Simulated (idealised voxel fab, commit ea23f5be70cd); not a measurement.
This section sets out a process module, namely voxel quadruple lines.
Cross-sectional view cut (width: 225 nm; square cell size: 5 nm).
Cross-sections here: square-cell grids, written as top-down lists of bands, a band being one or more rows of cells. Quick guide to a band line: top height, bottom height (nm) up front; then every material left to right with its width in nm. Only one material and it's marked "throughout"? Then it fills the band edge to edge. And "blank" just means empty space. Basically, 0 is our baseline, since under it the wafer straight out of the box is all one material. The bottom band has no lower end and keeps on going down, so it looks like "0 and below". Top row gets the first number, bottom row gets the second, and each row in between changes by the same step: that is how a band width like "30->40" works. The cross-section has no changed cell in any step marked "identical to before". Empty spaces without an open route to the top, at least 8 cells in extent, make up the entry "Closed void table"; each is given as width x height at distance, where the distance is measured from the left edge, and all are in nm. What comes after the settings on a step's line is commentary from the simulator itself on that step. overlay nm: step with mask; distance mask lay right of planned place; negative value = left of planned place.

plan:
step 1: RECEIVE: material Si
step 2: CONFORMAL_DEP: material SiO2, thk nm 10
step 3: DIRECTIONAL_DEP: material TiN, thk nm 10
step 4: DIRECTIONAL_DEP: material polySi, thk nm 20
step 5: DIRECTIONAL_DEP: material aC, thk nm 20
step 6: PATTERN: tone cover, mask id MANDREL, material resist, width nm 30, thk nm 30, overlay nm 0
step 7: DIRECTIONAL_ETCH: etch materials aC, depth nm 20
step 8: STRIP: etch materials resist
step 9: CONFORMAL_DEP: material SiO2, thk nm 10
step 10: DIRECTIONAL_ETCH: etch materials SiO2, depth nm 10
step 11: STRIP: etch materials aC
step 12: DIRECTIONAL_ETCH: etch materials polySi, depth nm 20
step 13: STRIP: etch materials SiO2
step 14: CONFORMAL_DEP: material SiN, thk nm 10
step 15: DIRECTIONAL_ETCH: etch materials SiN, depth nm 10
step 16: STRIP: etch materials polySi
step 17: DIRECTIONAL_ETCH: etch materials TiN, depth nm 10
step 18: STRIP: etch materials SiN
step 19: FILL_DEP: material lowk, thk nm 10
step 20: CMP: height nm 20

Cross-section, incoming material, after step 1:
* 0 and below: Si throughout
* Closed void table: none

Wafer cross-section at module end: first of two, run to plan:
* 20 down to 10: 75 nm lowk; 10 nm TiN; 10 nm lowk; 10 nm TiN; 10 nm lowk; 10 nm TiN; 10 nm lowk; 10 nm TiN; 80 nm lowk
* 10 down to 0: SiO2 throughout
* 0 and below: Si throughout
* Closed void table: none

Wafer two, end of module, cross-section. Same start, same plan as wafer one. One mistake in the run:
* 20 down to 10: lowk throughout
* 10 down to 0: 75 nm lowk; 10 nm TiN; 10 nm lowk; 10 nm TiN; 10 nm lowk; 10 nm TiN; 10 nm lowk; 10 nm TiN; 80 nm lowk
* 0 and below: Si throughout
* Closed void table: none
Heads up, the wafer didn't run the way we planned it: plan step 2 was not performed, having been skipped
Final wafer comparison in cells, second versus first, more or fewer per material: 90 fewer of SiO2, 90 more of lowk
